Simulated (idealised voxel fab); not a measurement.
Module name: voxel plated lines (process module)
Square cell edge 5 nm, section width 210 nm, ID cut.
For the purposes of this document, a cross-section shall be understood as a grid of square cells, specified as bands listed in top-to-bottom order, each band consisting of one or more rows of cells. In this notation a band is specified by the heights of its top and bottom, in that order and in nm, after which its materials appear from left to right, each paired with its width in nm. The word "everywhere" attached to a single material means that material fills the band from edge to edge; the word "empty" stands for empty space. Heads up on the height convention: 0 is the point under which the incoming wafer is all one material, and the lowest band has no bottom, it just keeps going down, like "z 0 and below". The expression "30->40" gives the width at the extremes of the band, the first number at its top row of cells and the second at its bottom row, with the width changing by equal amounts from each row to the next in between. When a step is marked "remains unaltered", none of the cells in the cross-section changed during that step. For the entry "Sealed voids", the listed items are empty spaces with no open way to the top whose size is 8 cells or more; each item follows the pattern width x height at distance, where distance is from the left edge and all three are in nm. Read whatever lies past the settings on a step's line as the simulator's own remark about the step. overlay nm: on a step with a mask, how far right of its planned place the mask lay; negative means left.

This section lists the process steps that were planned
step 1: RECEIVE with material Si
step 2: CONFORMAL_DEP with material Al2O3, thk nm 10
step 3: DIRECTIONAL_DEP with material TiN, thk nm 5
step 4: PATTERN with tone open, mask id LINES, material resist, width nm 25, pitch nm 40, thk nm 40, overlay nm 0
step 5: EPI with material Ru, thk nm 10
step 6: EPI with material Ru, thk nm 10
step 7: EPI with material Ru, thk nm 10
step 8: STRIP with etch materials resist
step 9: DIRECTIONAL_ETCH with etch materials TiN, depth nm 5
step 10: CONFORMAL_DEP with material SiN, thk nm 10

The cross-section here shows the wafer as received, i.e. in its state after step 1
> z 0 and below: Si everywhere
> Sealed voids: none

Cross-sectional result after module completion. Note: starting condition and plan are unchanged from above; one processing mistake was made
> z 55 to 45: empty: 65, then SiN: 85, then empty: 60
> z 45 to 20: empty: 65, then SiN: 10, then Ru: 25, then SiN: 15, then Ru: 25, then SiN: 10, then empty: 60
> z 20 to 15: SiN: 75, then Ru: 25, then SiN: 15, then Ru: 25, then SiN: 70
> z 15 to 10: SiN: 75, then TiN: 25, then SiN: 15, then TiN: 25, then SiN: 70
> z 10 to 0: Al2O3 everywhere
> z 0 and below: Si everywhere
> Sealed voids: none
Short version of what went wrong: step 4 off recipe, ran as PATTERN with tone open, mask id LINES, material resist, width nm 25, pitch nm 40, thk nm 40, overlay nm 5
